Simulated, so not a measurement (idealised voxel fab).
Process module name: voxel gate over fins
Displayed cross-section: cut, width of 165 nm, square cells sized 5 nm.
We lay out every cross-section as a grid of square cells and spell it out in bands from the top down, where one band means one or more rows of cells.
For a band, the entry starts with two heights in nm, that of the top and then that of the bottom, and carries on with the band's materials in order from left to right, each alongside its width in nm; the word "edge to edge" beside a single material means it fills the band edge to edge, and "blank" means empty space.
Height datum 0, below which the as-received substrate wafer is one material. Lowest band open at the bottom, running downward: "0 -> down".
Top row gets the first number, bottom row gets the second, and each row in between changes by the same step: that is how a band width like "30->40" works.
Take "stayed the same" at face value: in the step it is given for, the cross-section changed in none of its cells.
Look at "Unvented voids" for the closed voids: empty spaces with no open path to the top, sized 8 cells or up. Each is width x height at distance, distance from the left edge, all nm.
Anything after a step's settings on that line? It's the simulator's own note about the step.
overlay nm: step with mask; distance mask lay right of planned place; negative value = left of planned place.
[Steps planned for the process]
1 RECEIVE,material Si
2 CONFORMAL_DEP,material SiN,thk nm 5
3 DIRECTIONAL_DEP,material aC,thk nm 15
4 PATTERN,tone cover,mask id FINS,material resist,width nm 15,pitch nm 40,thk nm 35,overlay nm 0
5 DIRECTIONAL_ETCH,etch materials aC,depth nm 15
6 STRIP,etch materials resist
7 DIRECTIONAL_ETCH,etch materials SiN,depth nm 5
8 DIRECTIONAL_ETCH,etch materials Si,depth nm 35
9 STRIP,etch materials aC
10 FILL_DEP,material SiO2,thk nm 5
11 CMP,height nm 5
12 SELECTIVE_ETCH,etch materials SiO2,depth nm 15
13 STRIP,etch materials SiN
14 CONFORMAL_DEP,material HfO2,thk nm 5
15 CONFORMAL_DEP,material TiN,thk nm 5
16 FILL_DEP,material W,thk nm 15
17 CMP,height nm 20
18 CONFORMAL_DEP,material SiN,thk nm 10
[Wafer at receipt (post step 1), cross-section]
* 0 -> down: Si edge to edge
* Unvented voids: none
[Final cross-section, module run with one mistake (start and plan as above)]
* 30 -> 20: TiN edge to edge
* 20 -> 10: W edge to edge
* 10 -> 5: W: 5, TiN: 35, W: 5, TiN: 35, W: 5, TiN: 35, W: 5, TiN: 35, W: 5
* 5 -> 0: W: 5, TiN: 5, HfO2: 25, TiN: 5, W: 5, TiN: 5, HfO2: 25, TiN: 5, W: 5, TiN: 5, HfO2: 25, TiN: 5, W: 5, TiN: 5, HfO2: 25, TiN: 5, W: 5
* 0 -> -5: TiN: 10, HfO2: 5, Si: 15, HfO2: 5, TiN: 15, HfO2: 5, Si: 15, HfO2: 5, TiN: 15, HfO2: 5, Si: 15, HfO2: 5, TiN: 15, HfO2: 5, Si: 15, HfO2: 5, TiN: 10
* -5 -> -10: HfO2: 15, Si: 15, HfO2: 25, Si: 15, HfO2: 25, Si: 15, HfO2: 25, Si: 15, HfO2: 15
* -10 -> -35: SiO2: 15, Si: 15, SiO2: 25, Si: 15, SiO2: 25, Si: 15, SiO2: 25, Si: 15, SiO2: 15
* -35 -> down: Si edge to edge
* Unvented voids: none
Deviation noted in wafer processing: heads up, step 18 didn't go per plan, it actually ran as CONFORMAL_DEP,material TiN,thk nm 10
